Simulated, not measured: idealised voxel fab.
The process module presented herein is designated voxel self aligned contacts.
Each square cell in cross-section cut measures 5 nm, and the section as a whole is 270 nm wide.
Each cross-section below is a grid of square cells, stated as bands in top-down order, with one or more rows of cells making up each band. Quick guide to a band line: top height, bottom height (nm) up front; then every material left to right with its width in nm. Only one material and it's marked "throughout"? Then it fills the band edge to edge. And "air" just means empty space. Height datum 0, below which the as-received substrate wafer is one material. Lowest band open at the bottom, running downward: "top 0, no bottom". A width such as "30->40" changes by the same amount from each row of cells to the next, from the band's top row to its bottom row. Given "nothing was modified" for a step, no cell of the cross-section differs between before and after that step. So "Trapped void list" is basically the list of trapped voids: any empty space of 8 cells or more that can't reach the top through an opening. They're written width x height at distance, the distance being from the left edge, and it's all nm. That trailing text on a step's line, after the settings, is the simulator's own remark on the step. "overlay nm" answers the question of how far to the right of plan the mask lay on a step that has a mask, and when it is negative the answer is to the left.

-- So here's the lineup of process steps we planned
1) RECEIVE with material Si
2) OXIDIZE with depth nm 5
3) DIRECTIONAL_DEP with material polySi, thk nm 30
4) DIRECTIONAL_DEP with material SiN, thk nm 20
5) DIRECTIONAL_DEP with material aC, thk nm 10
6) PATTERN with tone cover, mask id GATE, material resist, width nm 35, pitch nm 70, thk nm 25, overlay nm 0
7) DIRECTIONAL_ETCH with etch materials aC, depth nm 10
8) STRIP with etch materials resist
9) DIRECTIONAL_ETCH with etch materials SiN, depth nm 20
10) DIRECTIONAL_ETCH with etch materials polySi, depth nm 30
11) STRIP with etch materials aC
12) CONFORMAL_DEP with material SiN, thk nm 10
13) DIRECTIONAL_ETCH with etch materials SiN, depth nm 10
14) FILL_DEP with material SiO2, thk nm 15
15) CMP with height nm 60
16) PATTERN with tone open, mask id CONTACT, material resist, width nm 45, pitch nm 70, thk nm 15, overlay nm 0
17) DIRECTIONAL_ETCH with etch materials SiO2, depth nm 65
18) STRIP with etch materials resist
19) CONFORMAL_DEP with material TiN, thk nm 5
20) FILL_DEP with material Ru, thk nm 5
21) CMP with height nm 60
22) CONFORMAL_DEP with material SiN, thk nm 5

-- Cross-section of the wafer upon arrival, representing the state reached after step 1
* top 0, no bottom: Si throughout
* Trapped void list: none

-- Module complete, cross-section. Starting point and plan per above. One mistake made in running the module
* top 65, bottom 60: SiN throughout
* top 60, bottom 50: 65 nm SiO2, then 5->30 nm TiN, then 35->5 nm Ru, then 5->10 nm TiN, then 25 nm SiO2, then 5->30 nm TiN, then 35->5 nm Ru, then 5->10 nm TiN, then 90 nm SiO2
* top 50, bottom 30: 35 nm SiO2, then 55 nm SiN, then 5 nm TiN, then 5 nm Ru, then 5 nm TiN, then 55 nm SiN, then 5 nm TiN, then 5 nm Ru, then 5 nm TiN, then 55 nm SiN, then 40 nm SiO2
* top 30, bottom 0: 35 nm SiO2, then 10 nm SiN, then 35 nm polySi, then 10 nm SiN, then 5 nm TiN, then 5 nm Ru, then 5 nm TiN, then 10 nm SiN, then 35 nm polySi, then 10 nm SiN, then 5 nm TiN, then 5 nm Ru, then 5 nm TiN, then 10 nm SiN, then 35 nm polySi, then 10 nm SiN, then 40 nm SiO2
* top 0, bottom -5: 90 nm SiO2, then 15 nm TiN, then 55 nm SiO2, then 15 nm TiN, then 95 nm SiO2
* top -5, no bottom: Si throughout
* Trapped void list: none
In executing the process, a mistake was made relative to the plan: step 16 ran with different settings than intended, the actual operation and settings being PATTERN with tone open, mask id CONTACT, material resist, width nm 45, pitch nm 70, thk nm 15, overlay nm -10
